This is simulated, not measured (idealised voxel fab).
Process module, titled voxel gate over fins
Displayed cross-section: cut, width of 290 nm, square cells sized 5 nm.
Cross-section spec: square-cell grid; bands listed top down; each band is one or more rows. For a band, the entry starts with two heights in nm, that of the top and then that of the bottom, and carries on with the band's materials in order from left to right, each alongside its width in nm; the word "full width" beside a single material means it fills the band edge to edge, and "air" means empty space. The reference from which all heights are counted is 0, the level beneath which the as-received wafer is entirely one material; the lowest band, having no lower bound, proceeds downward and is written after the example "from 0 down". The expression "30 to 40" gives the width at the extremes of the band, the first number at its top row of cells and the second at its bottom row, with the width changing by equal amounts from each row to the next in between. What does "changes: none" mean for a step? It means no cell of the cross-section changed in that step. The entry titled "Trapped voids" provides the empty spaces that have no open way to the top, restricted to those of 8 cells or more. Each is presented as width x height at distance, the distance being measured from the left edge, with all three in nm. Past the settings on a step's line: simulator remark, on that step. If you see "overlay nm" on a step's line and that step has a mask, it's telling you how far right of where it was planned the mask ended up; a negative number means it went left instead. Quick note on how to read the rest: it's all pairs. You get the cross-section before a process step and the one after, but the after one only goes down as far as the lowest band that changed. The step in between, with its settings, sits under the pair. Heads up, the pairs can come from different runs of this module on the same starting wafer, so don't assume a pair picks up from the one above unless its "Before processing" entry says it does.
## Before processing
from 5 to 0  SiO2 45 nm | SiN 15 nm | SiO2 15 nm | air 15 nm | SiO2 15 nm | SiN 15 nm | SiO2 45 nm | SiN 15 nm | SiO2 45 nm | SiN 15 nm | SiO2 50 nm
from 0 to -15  SiO2 45 nm | Si 15 nm | SiO2 15 nm | air 15 nm | SiO2 15 nm | Si 15 nm | SiO2 45 nm | Si 15 nm | SiO2 45 nm | Si 15 nm | SiO2 50 nm
from -15 to -30  SiO2 45 nm | Si 15 nm | SiO2 15 nm | TiN 5 nm | W 5 nm | TiN 5 nm | SiO2 15 nm | Si 15 nm | SiO2 45 nm | Si 15 nm | SiO2 45 nm | Si 15 nm | SiO2 50 nm
from -30 to -35  SiO2 45 nm | Si 15 nm | SiO2 15 nm | TiN 15 nm | SiO2 15 nm | Si 15 nm | SiO2 45 nm | Si 15 nm | SiO2 45 nm | Si 15 nm | SiO2 50 nm
from -35 to -40  SiO2 45 nm | Si 15 nm | SiO2 45 nm | Si 15 nm | SiO2 45 nm | Si 15 nm | SiO2 45 nm | Si 15 nm | SiO2 50 nm
from -40 down  Si full width
Trapped voids: none
## Resulting Structure
from 10 to 5  aC full width
from 5 to 0  SiO2 45 nm | SiN 15 nm | SiO2 15 nm | aC 15 nm | SiO2 15 nm | SiN 15 nm | SiO2 45 nm | SiN 15 nm | SiO2 45 nm | SiN 15 nm | SiO2 50 nm
from 0 to -15  SiO2 45 nm | Si 15 nm | SiO2 15 nm | aC 15 nm | SiO2 15 nm | Si 15 nm | SiO2 45 nm | Si 15 nm | SiO2 45 nm | Si 15 nm | SiO2 50 nm
Under the height -15 nothing was changed.
Trapped voids: none
Between the two cross-sections shown above, the process step is FILL_DEP | material aC | thk nm 5
Before processing: it's just the after picture from the pair right above this one.
## Resulting Structure
from 5 to 0  SiO2 45 nm | SiN 15 nm | SiO2 15 nm | aC 15 nm | SiO2 15 nm | SiN 15 nm | SiO2 45 nm | SiN 15 nm | SiO2 45 nm | SiN 15 nm | SiO2 50 nm
Under the height 0 nothing was changed.
Trapped voids: none
Between the two cross-sections shown above, the process step is CMP | height nm 5
Before processing: it's just the after picture from the pair right above this one.
## Resulting Structure
from 5 to 0  air 45 nm | SiN 15 nm | air 15 nm | aC 15 nm | air 15 nm | SiN 15 nm | air 45 nm | SiN 15 nm | air 45 nm | SiN 15 nm | air 50 nm
from 0 to -10  air 45 nm | Si 15 nm | air 15 nm | aC 15 nm | air 15 nm | Si 15 nm | air 45 nm | Si 15 nm | air 45 nm | Si 15 nm | air 50 nm
Under the height -10 nothing was changed.
Trapped voids: none
Between the two cross-sections shown above, the process step is SELECTIVE_ETCH | etch materials SiO2 | depth nm 15
Before processing: it's just the after picture from the pair right above this one.
## Resulting Structure
from 5 to 0  air 75 nm | aC 15 nm | air 200 nm
Under the height 0 nothing was changed.
Trapped voids: none
Between the two cross-sections shown above, the process step is STRIP | etch materials SiN
Before processing: it's just the after picture from the pair right above this one.
## Resulting Structure
from 10 to 5  air 70 nm | HfO2 25 nm | air 195 nm
from 5 to 0  air 40 nm | HfO2 25 nm | air 5 nm | HfO2 5 nm | aC 15 nm | HfO2 5 nm | air 5 nm | HfO2 25 nm | air 35 nm | HfO2 25 nm | air 35 nm | HfO2 25 nm | air 45 nm
from 0 to -5  air 40 nm | HfO2 5 nm | Si 15 nm | HfO2 5 nm | air 5 nm | HfO2 5 nm | aC 15 nm | HfO2 5 nm | air 5 nm | HfO2 5 nm | Si 15 nm | HfO2 5 nm | air 35 nm | HfO2 5 nm | Si 15 nm | HfO2 5 nm | air 35 nm | HfO2 5 nm | Si 15 nm | HfO2 5 nm | air 45 nm
from -5 to -10  HfO2 45 nm | Si 15 nm | HfO2 15 nm | aC 15 nm | HfO2 15 nm | Si 15 nm | HfO2 45 nm | Si 15 nm | HfO2 45 nm | Si 15 nm | HfO2 50 nm
Under the height -10 nothing was changed.
Trapped voids: none
Between the two cross-sections shown above, the process step is CONFORMAL_DEP | material HfO2 | thk nm 5
Before processing: it's just the after picture from the pair right above this one.
## Resulting Structure
from 15 to 10  air 65 nm | TiN 35 nm | air 190 nm
from 10 to 5  air 35 nm | TiN 35 nm | HfO2 25 nm | TiN 35 nm | air 25 nm | TiN 35 nm | air 25 nm | TiN 35 nm | air 40 nm
from 5 to 0  air 35 nm | TiN 5 nm | HfO2 25 nm | TiN 5 nm | HfO2 5 nm | aC 15 nm | HfO2 5 nm | TiN 5 nm | HfO2 25 nm | TiN 5 nm | air 25 nm | TiN 5 nm | HfO2 25 nm | TiN 5 nm | air 25 nm | TiN 5 nm | HfO2 25 nm | TiN 5 nm | air 40 nm
from 0 to -5  TiN 40 nm | HfO2 5 nm | Si 15 nm | HfO2 5 nm | TiN 5 nm | HfO2 5 nm | aC 15 nm | HfO2 5 nm | TiN 5 nm | HfO2 5 nm | Si 15 nm | HfO2 5 nm | TiN 35 nm | HfO2 5 nm | Si 15 nm | HfO2 5 nm | TiN 35 nm | HfO2 5 nm | Si 15 nm | HfO2 5 nm | TiN 45 nm
Under the height -5 nothing was changed.
Trapped voids: none
Between the two cross-sections shown above, the process step is CONFORMAL_DEP | material TiN | thk nm 5
Before processing: it's just the after picture from the pair right above this one.
## Resulting Structure
from 30 to 15  W full width
from 15 to 10  W 65 nm | TiN 35 nm | W 190 nm
from 10 to 5  W 35 nm | TiN 35 nm | HfO2 25 nm | TiN 35 nm | W 25 nm | TiN 35 nm | W 25 nm | TiN 35 nm | W 40 nm
from 5 to 0  W 35 nm | TiN 5 nm | HfO2 25 nm | TiN 5 nm | HfO2 5 nm | aC 15 nm | HfO2 5 nm | TiN 5 nm | HfO2 25 nm | TiN 5 nm | W 25 nm | TiN 5 nm | HfO2 25 nm | TiN 5 nm | W 25 nm | TiN 5 nm | HfO2 25 nm | TiN 5 nm | W 40 nm
Under the height 0 nothing was changed.
Trapped voids: none
Between the two cross-sections shown above, the process step is FILL_DEP | material W | thk nm 15
Before processing: it's just the after picture from the pair right above this one.
## Resulting Structure
from 20 to 15  W full width
Under the height 15 nothing was changed.
Trapped voids: none
Between the two cross-sections shown above, the process step is CMP | height nm 20
Before processing: it's just the after picture from the pair right above this one.
## Resulting Structure
from 30 to 20  SiCN full width
Under the height 20 nothing was changed.
Trapped voids: none
Between the two cross-sections shown above, the process step is CONFORMAL_DEP | material SiCN | thk nm 10
## Before processing
from 5 to 0  SiO2 45 nm | SiN 15 nm | SiO2 45 nm | SiN 15 nm | SiO2 45 nm | SiN 15 nm | SiO2 45 nm | SiN 15 nm | SiO2 50 nm
from 0 to -40  SiO2 45 nm | Si 15 nm | SiO2 45 nm | Si 15 nm | SiO2 45 nm | Si 15 nm | SiO2 45 nm | Si 15 nm | SiO2 50 nm
from -40 down  Si full width
Trapped voids: none
## Resulting Structure
from 20 to 5  air 75 nm | resist 15 nm | air 200 nm
Under the height 5 nothing was changed.
Trapped voids: none
Between the two cross-sections shown above, the process step is PATTERN | tone cover | mask id RAIL | material resist | width nm 15 | thk nm 15 | overlay nm 0
Before processing: it's just the after picture from the pair right above this one.
## Resulting Structure
from 20 to 5  air 75 nm | resist 15 nm | air 200 nm
from 5 to 0  air 45 nm | SiN 15 nm | air 15 nm | SiO2 15 nm | air 15 nm | SiN 15 nm | air 45 nm | SiN 15 nm | air 45 nm | SiN 15 nm | air 50 nm
from 0 to -35  air 45 nm | Si 15 nm | air 15 nm | SiO2 15 nm | air 15 nm | Si 15 nm | air 45 nm | Si 15 nm | air 45 nm | Si 15 nm | air 50 nm
Under the height -35 nothing was changed.
Trapped voids: none
Between the two cross-sections shown above, the process step is DIRECTIONAL_ETCH | etch materials SiO2 | depth nm 40
Before processing: it's just the after picture from the pair right above this one.
## Resulting Structure
from 5 to 0  air 45 nm | SiN 15 nm | air 15 nm | SiO2 15 nm | air 15 nm | SiN 15 nm | air 45 nm | SiN 15 nm | air 45 nm | SiN 15 nm | air 50 nm
Under the height 0 nothing was changed.
Trapped voids: none
Between the two cross-sections shown above, the process step is STRIP | etch materials resist
Before processing: it's just the after picture from the pair right above this one.
## Resulting Structure
from 10 to 5  air 40 nm | TiN 25 nm | air 5 nm | TiN 25 nm | air 5 nm | TiN 25 nm | air 35 nm | TiN 25 nm | air 35 nm | TiN 25 nm | air 45 nm
from 5 to 0  air 40 nm | TiN 5 nm | SiN 15 nm | TiN 5 nm | air 5 nm | TiN 5 nm | SiO2 15 nm | TiN 5 nm | air 5 nm | TiN 5 nm | SiN 15 nm | TiN 5 nm | air 35 nm | TiN 5 nm | SiN 15 nm | TiN 5 nm | air 35 nm | TiN 5 nm | SiN 15 nm | TiN 5 nm | air 45 nm
from 0 to -30  air 40 nm | TiN 5 nm | Si 15 nm | TiN 5 nm | air 5 nm | TiN 5 nm | SiO2 15 nm | TiN 5 nm | air 5 nm | TiN 5 nm | Si 15 nm | TiN 5 nm | air 35 nm | TiN 5 nm | Si 15 nm | TiN 5 nm | air 35 nm | TiN 5 nm | Si 15 nm | TiN 5 nm | air 45 nm
from -30 to -35  TiN 45 nm | Si 15 nm | TiN 15 nm | SiO2 15 nm | TiN 15 nm | Si 15 nm | TiN 45 nm | Si 15 nm | TiN 45 nm | Si 15 nm | TiN 50 nm
Under the height -35 nothing was changed.
Trapped voids: none
Between the two cross-sections shown above, the process step is CONFORMAL_DEP | material TiN | thk nm 5
Before processing: it's just the after picture from the pair right above this one.
## Resulting Structure
from 15 to 10  W full width
from 10 to 5  W 40 nm | TiN 25 nm | W 5 nm | TiN 25 nm | W 5 nm | TiN 25 nm | W 35 nm | TiN 25 nm | W 35 nm | TiN 25 nm | W 45 nm
from 5 to 0  W 40 nm | TiN 5 nm | SiN 15 nm | TiN 5 nm | W 5 nm | TiN 5 nm | SiO2 15 nm | TiN 5 nm | W 5 nm | TiN 5 nm | SiN 15 nm | TiN 5 nm | W 35 nm | TiN 5 nm | SiN 15 nm | TiN 5 nm | W 35 nm | TiN 5 nm | SiN 15 nm | TiN 5 nm | W 45 nm
from 0 to -30  W 40 nm | TiN 5 nm | Si 15 nm | TiN 5 nm | W 5 nm | TiN 5 nm | SiO2 15 nm | TiN 5 nm | W 5 nm | TiN 5 nm | Si 15 nm | TiN 5 nm | W 35 nm | TiN 5 nm | Si 15 nm | TiN 5 nm | W 35 nm | TiN 5 nm | Si 15 nm | TiN 5 nm | W 45 nm
Under the height -30 nothing was changed.
Trapped voids: none
Between the two cross-sections shown above, the process step is FILL_DEP | material W | thk nm 5
Before processing: it's just the after picture from the pair right above this one.
## Resulting Structure
from 5 to 0  W 40 nm | TiN 5 nm | SiN 15 nm | TiN 5 nm | W 5 nm | TiN 5 nm | SiO2 15 nm | TiN 5 nm | W 5 nm | TiN 5 nm | SiN 15 nm | TiN 5 nm | W 35 nm | TiN 5 nm | SiN 15 nm | TiN 5 nm | W 35 nm | TiN 5 nm | SiN 15 nm | TiN 5 nm | W 45 nm
Under the height 0 nothing was changed.
Trapped voids: none
Between the two cross-sections shown above, the process step is CMP | height nm 5
Before processing: it's just the after picture from the pair right above this one.
## Resulting Structure
from 5 to 0  air 45 nm | SiN 15 nm | air 15 nm | SiO2 15 nm | air 15 nm | SiN 15 nm | air 45 nm | SiN 15 nm | air 45 nm | SiN 15 nm | air 50 nm
from 0 to -15  air 45 nm | Si 15 nm | air 15 nm | SiO2 15 nm | air 15 nm | Si 15 nm | air 45 nm | Si 15 nm | air 45 nm | Si 15 nm | air 50 nm
Under the height -15 nothing was changed.
Trapped voids: none
Between the two cross-sections shown above, the process step is SELECTIVE_ETCH | etch materials W Ru TiN | depth nm 20
Before processing: it's just the after picture from the pair right above this one.
## Resulting Structure
from 10 to 5  SiO2 full width
from 5 to 0  SiO2 45 nm | SiN 15 nm | SiO2 45 nm | SiN 15 nm | SiO2 45 nm | SiN 15 nm | SiO2 45 nm | SiN 15 nm | SiO2 50 nm
from 0 to -15  SiO2 45 nm | Si 15 nm | SiO2 45 nm | Si 15 nm | SiO2 45 nm | Si 15 nm | SiO2 45 nm | Si 15 nm | SiO2 50 nm
Under the height -15 nothing was changed.
Trapped voids: none
Between the two cross-sections shown above, the process step is FILL_DEP | material SiO2 | thk nm 5
Before processing: it's just the after picture from the pair right above this one.
## Resulting Structure
from 5 to 0  SiO2 45 nm | SiN 15 nm | SiO2 45 nm | SiN 15 nm | SiO2 45 nm | SiN 15 nm | SiO2 45 nm | SiN 15 nm | SiO2 50 nm
Under the height 0 nothing was changed.
Trapped voids: none
Between the two cross-sections shown above, the process step is CMP | height nm 5
Before processing: it's just the after picture from the pair right above this one.
## Resulting Structure
from 5 to 0  air 45 nm | SiN 15 nm | air 45 nm | SiN 15 nm | air 45 nm | SiN 15 nm | air 45 nm | SiN 15 nm | air 50 nm
from 0 to -10  air 45 nm | Si 15 nm | air 45 nm | Si 15 nm | air 45 nm | Si 15 nm | air 45 nm | Si 15 nm | air 50 nm
Under the height -10 nothing was changed.
Trapped voids: none
Between the two cross-sections shown above, the process step is SELECTIVE_ETCH | etch materials SiO2 | depth nm 15
Before processing: it's just the after picture from the pair right above this one.
## Resulting Structure
from 0 to -10  air 45 nm | Si 15 nm | air 45 nm | Si 15 nm | air 45 nm | Si 15 nm | air 45 nm | Si 15 nm | air 50 nm
Under the height -10 nothing was changed.
Trapped voids: none
Between the two cross-sections shown above, the process step is STRIP | etch materials SiN
Before processing: it's just the after picture from the pair right above this one.
## Resulting Structure
from 5 to 0  air 40 nm | HfO2 25 nm | air 35 nm | HfO2 25 nm | air 35 nm | HfO2 25 nm | air 35 nm | HfO2 25 nm | air 45 nm
from 0 to -5  air 40 nm | HfO2 5 nm | Si 15 nm | HfO2 5 nm | air 35 nm | HfO2 5 nm | Si 15 nm | HfO2 5 nm | air 35 nm | HfO2 5 nm | Si 15 nm | HfO2 5 nm | air 35 nm | HfO2 5 nm | Si 15 nm | HfO2 5 nm | air 45 nm
from -5 to -10  HfO2 45 nm | Si 15 nm | HfO2 45 nm | Si 15 nm | HfO2 45 nm | Si 15 nm | HfO2 45 nm | Si 15 nm | HfO2 50 nm
Under the height -10 nothing was changed.
Trapped voids: none
Between the two cross-sections shown above, the process step is CONFORMAL_DEP | material HfO2 | thk nm 5
Before processing: it's just the after picture from the pair right above this one.
## Resulting Structure
from 10 to 5  air 35 nm | TiN 35 nm | air 25 nm | TiN 35 nm | air 25 nm | TiN 35 nm | air 25 nm | TiN 35 nm | air 40 nm
from 5 to 0  air 35 nm | TiN 5 nm | HfO2 25 nm | TiN 5 nm | air 25 nm | TiN 5 nm | HfO2 25 nm | TiN 5 nm | air 25 nm | TiN 5 nm | HfO2 25 nm | TiN 5 nm | air 25 nm | TiN 5 nm | HfO2 25 nm | TiN 5 nm | air 40 nm
from 0 to -5  TiN 40 nm | HfO2 5 nm | Si 15 nm | HfO2 5 nm | TiN 35 nm | HfO2 5 nm | Si 15 nm | HfO2 5 nm | TiN 35 nm | HfO2 5 nm | Si 15 nm | HfO2 5 nm | TiN 35 nm | HfO2 5 nm | Si 15 nm | HfO2 5 nm | TiN 45 nm
Under the height -5 nothing was changed.
Trapped voids: none
Between the two cross-sections shown above, the process step is CONFORMAL_DEP | material TiN | thk nm 5
Before processing: it's just the after picture from the pair right above this one.
## Resulting Structure
from 25 to 10  W full width
from 10 to 5  W 35 nm | TiN 35 nm | W 25 nm | TiN 35 nm | W 25 nm | TiN 35 nm | W 25 nm | TiN 35 nm | W 40 nm
from 5 to 0  W 35 nm | TiN 5 nm | HfO2 25 nm | TiN 5 nm | W 25 nm | TiN 5 nm | HfO2 25 nm | TiN 5 nm | W 25 nm | TiN 5 nm | HfO2 25 nm | TiN 5 nm | W 25 nm | TiN 5 nm | HfO2 25 nm | TiN 5 nm | W 40 nm
Under the height 0 nothing was changed.
Trapped voids: none
Between the two cross-sections shown above, the process step is FILL_DEP | material W | thk nm 15
Before processing: it's just the after picture from the pair right above this one.
## Resulting Structure
from 20 to 10  W full width
Under the height 10 nothing was changed.
Trapped voids: none
Between the two cross-sections shown above, the process step is CMP | height nm 20
Before processing: it's just the after picture from the pair right above this one.
## Resulting Structure
from 30 to 20  SiCN full width
Under the height 20 nothing was changed.
Trapped voids: none
Between the two cross-sections shown above, the process step is CONFORMAL_DEP | material SiCN | thk nm 10
